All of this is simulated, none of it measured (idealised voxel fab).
process module | voxel gate over fins
cross-section cut | 300 nm wide | cells 5 nm
A cross-section is a grid of square cells, given in bands from the top down. A band is one or more rows of cells.
Each band's line starts with the height of the band's top and of its bottom, in nm. Then come its materials from left to right, each with its width in nm. One material with "throughout" fills the band from edge to edge. "air" is empty space.
Height 0 is the level under which the wafer as received is all one material. The lowest band goes on downwards, as in "0 down".
A width such as "30 to 40" changes by the same amount from each row of cells to the next, from the band's top row to its bottom row.
"no change" after a step means that no cell of the cross-section changed.
closed voids: empty space of 8 cells or more with no open way to the top, each as width x height at its distance from the left edge, in nm
after a step's settings: what the simulator itself notes on the step
overlay nm, on a step with a mask: how far to the right of its planned place the mask lay; to the left if negative
plan
1 op RECEIVE | material Si
2 op CONFORMAL_DEP | material SiN | thk nm 10
3 op PATTERN | tone cover | mask id FINS | material resist | width nm 15 | pitch nm 45 | thk nm 20 | overlay nm 0
4 op DIRECTIONAL_ETCH | etch materials SiN | depth nm 10
5 op DIRECTIONAL_ETCH | etch materials Si | depth nm 40
6 op STRIP | etch materials resist
7 op OXIDIZE | depth nm 5
8 op FILL_DEP | material SiO2 | thk nm 5
9 op CMP | height nm 10
10 op SELECTIVE_ETCH | etch materials SiO2 | depth nm 20
11 op STRIP | etch materials SiN
12 op CONFORMAL_DEP | material HfO2 | thk nm 5
13 op CONFORMAL_DEP | material TiN | thk nm 5
14 op CONFORMAL_DEP | material TiAl | thk nm 5
15 op CONFORMAL_DEP | material TiN | thk nm 5
16 op FILL_DEP | material W | thk nm 10
17 op CMP | height nm 25
18 op CONFORMAL_DEP | material SiN | thk nm 5
as received, after step 1
  0 down: Si throughout
  closed voids: none
a wafer at the end: this start, this plan, one mistake
  30 to 25: SiN throughout
  25 to 20: W throughout
  20 to 15: W 105 | TiN 90 | W 105
  15 to 10: W 105 | TiN 5 | TiAl 35 | TiN 10 | TiAl 35 | TiN 5 | W 105
  10 to 5: TiN 110 | TiAl 5 | TiN 25 | TiAl 5 | TiN 10 | TiAl 5 | TiN 25 | TiAl 5 | TiN 110
  5 to 0: TiAl 115 | TiN 5 | HfO2 15 | TiN 5 | TiAl 20 | TiN 5 | HfO2 15 | TiN 5 | TiAl 115
  0 to -5: TiN 120 | HfO2 5 | Si 5 | HfO2 5 | TiN 30 | HfO2 5 | Si 5 | HfO2 5 | TiN 120
  -5 to -10: HfO2 125 | Si 5 | HfO2 40 | Si 5 | HfO2 125
  -10 to -50: SiO2 125 | Si 5 | SiO2 40 | Si 5 | SiO2 125
  -50 down: Si throughout
  closed voids: none
what went wrong: step 5 ran as: op DIRECTIONAL_ETCH | etch materials Si | depth nm 45
